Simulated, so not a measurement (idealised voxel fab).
Presented below is a process module, voxel gate over fins.
Section shown: cut. Width: 155 nm. Cell size: 5 nm, square.
Cross-section = grid of square cells, listed top down in bands; band = one or more rows.
Heights first: top, then bottom, in nm. Then materials, left to right, each with a width in nm. "throughout" on a single material: fills the band edge to edge. "blank": empty space.
Note: height 0 marks the level under which the wafer is uniformly one material as received. Lowest band unbounded below, written "0 and below".
So if you see something like "30 to 40" for the width, read it as the top row of the band sitting at the first number and the bottom row at the second, with every row in between moving by the same amount as the last.
A step reported as "no change" is a step in which no cell of the cross-section changed.
The label "Tabulated closed voids" introduces a list of the empty spaces, 8 cells or larger, that have no open way up to the top; each entry in it reads width x height at distance, where the distance is taken from the left edge and all three are stated in nm.
The remark found on a step's line after its settings is issued by the simulator itself and pertains to that step.
The setting "overlay nm" may be written on the line of a step. When the step uses a mask, the value reports how far to the right of the planned place the mask lay, and a negative value reports that it lay to the left.

HERE'S WHAT THE PLANNED PROCESS STEPS LOOK LIKE
| 1 | RECEIVE [material Si] |
| 2 | CONFORMAL_DEP [material SiN] [thk nm 10] |
| 3 | MASKED_ETCH [tone cover] [mask id FINS] [width nm 15] [pitch nm 40] [etch materials SiN] [depth nm 10] [overlay nm 0] |
| 4 | MASKED_ETCH [tone cover] [mask id FINS] [width nm 15] [pitch nm 40] [etch materials Si] [depth nm 40] [overlay nm 0] |
| 5 | OXIDIZE [depth nm 5] |
| 6 | FILL_DEP [material SiO2] [thk nm 10] |
| 7 | CMP [height nm 10] |
| 8 | SELECTIVE_ETCH [etch materials SiO2] [depth nm 25] |
| 9 | STRIP [etch materials SiN] |
| 10 | CONFORMAL_DEP [material HfO2] [thk nm 5] |
| 11 | CONFORMAL_DEP [material TiN] [thk nm 5] |
| 12 | CONFORMAL_DEP [material TiAl] [thk nm 5] |
| 13 | CONFORMAL_DEP [material TiN] [thk nm 5] |
| 14 | FILL_DEP [material W] [thk nm 10] |
| 15 | CMP [height nm 25] |
| 16 | CONFORMAL_DEP [material SiCN] [thk nm 5] |

THE CROSS-SECTION HERE SHOWS THE WAFER AS RECEIVED, I.E. IN ITS STATE AFTER STEP 1
  0 and below | Si throughout
  Tabulated closed voids: none

WAFER CROSS-SECTION AT MODULE END: FIRST OF TWO, RUN TO PLAN
  30 down to 25 | SiCN throughout
  25 down to 20 | W throughout
  20 down to 15 | W: 35 / TiN: 85 / W: 35
  15 down to 10 | W: 35 / TiN: 5 / TiAl: 35 / TiN: 5 / TiAl: 35 / TiN: 5 / W: 35
  10 down to 5 | W: 35 / TiN: 5 / TiAl: 5 / TiN: 25 / TiAl: 5 / TiN: 5 / TiAl: 5 / TiN: 25 / TiAl: 5 / TiN: 5 / W: 35
  5 down to 0 | TiN: 40 / TiAl: 5 / TiN: 5 / HfO2: 15 / TiN: 5 / TiAl: 5 / TiN: 5 / TiAl: 5 / TiN: 5 / HfO2: 15 / TiN: 5 / TiAl: 5 / TiN: 40
  0 down to -5 | TiAl: 45 / TiN: 5 / HfO2: 5 / Si: 5 / HfO2: 5 / TiN: 5 / TiAl: 15 / TiN: 5 / HfO2: 5 / Si: 5 / HfO2: 5 / TiN: 5 / TiAl: 45
  -5 down to -10 | TiN: 50 / HfO2: 5 / Si: 5 / HfO2: 5 / TiN: 25 / HfO2: 5 / Si: 5 / HfO2: 5 / TiN: 50
  -10 down to -15 | HfO2: 55 / Si: 5 / HfO2: 35 / Si: 5 / HfO2: 55
  -15 down to -45 | SiO2: 55 / Si: 5 / SiO2: 35 / Si: 5 / SiO2: 55
  -45 and below | Si throughout
  Tabulated closed voids: none

THIS CROSS-SECTION BELONGS TO THE SECOND WAFER OF TWO AT THE END OF THE MODULE; THE START AND THE PLAN WERE SHARED WITH THE FIRST, AND THE RUN INCLUDED ONE MISTAKE
  30 down to 25 | SiCN throughout
  25 down to 20 | W throughout
  20 down to 15 | W: 30 / TiN: 95 / W: 30
  15 down to 10 | W: 30 / TiN: 5 / TiAl: 85 / TiN: 5 / W: 30
  10 down to 5 | W: 30 / TiN: 5 / TiAl: 5 / TiN: 35 / TiAl: 5 / TiN: 35 / TiAl: 5 / TiN: 5 / W: 30
  5 down to 0 | TiN: 35 / TiAl: 5 / TiN: 5 / HfO2: 25 / TiN: 5 / TiAl: 5 / TiN: 5 / HfO2: 25 / TiN: 5 / TiAl: 5 / TiN: 35
  0 down to -5 | TiAl: 40 / TiN: 5 / HfO2: 5 / Si: 15 / HfO2: 5 / TiN: 5 / TiAl: 5 / TiN: 5 / HfO2: 5 / Si: 15 / HfO2: 5 / TiN: 5 / TiAl: 40
  -5 down to -10 | TiN: 45 / HfO2: 5 / Si: 15 / HfO2: 5 / TiN: 15 / HfO2: 5 / Si: 15 / HfO2: 5 / TiN: 45
  -10 down to -15 | HfO2: 50 / Si: 15 / HfO2: 25 / Si: 15 / HfO2: 50
  -15 down to -45 | SiO2: 50 / Si: 15 / SiO2: 25 / Si: 15 / SiO2: 50
  -45 and below | Si throughout
  Tabulated closed voids: none
It is concluded that the wafer was processed incorrectly with respect to the plan, in that contrary to plan, step 3 was performed as MASKED_ETCH [tone cover] [mask id FINS] [width nm 25] [pitch nm 40] [etch materials SiN] [depth nm 10] [overlay nm 0]
Bottom line after processing is that, in cells, the second wafer is up or down on some materials versus the first: Si +36, SiO2 -24, TiAl -3, TiN -3, W -6
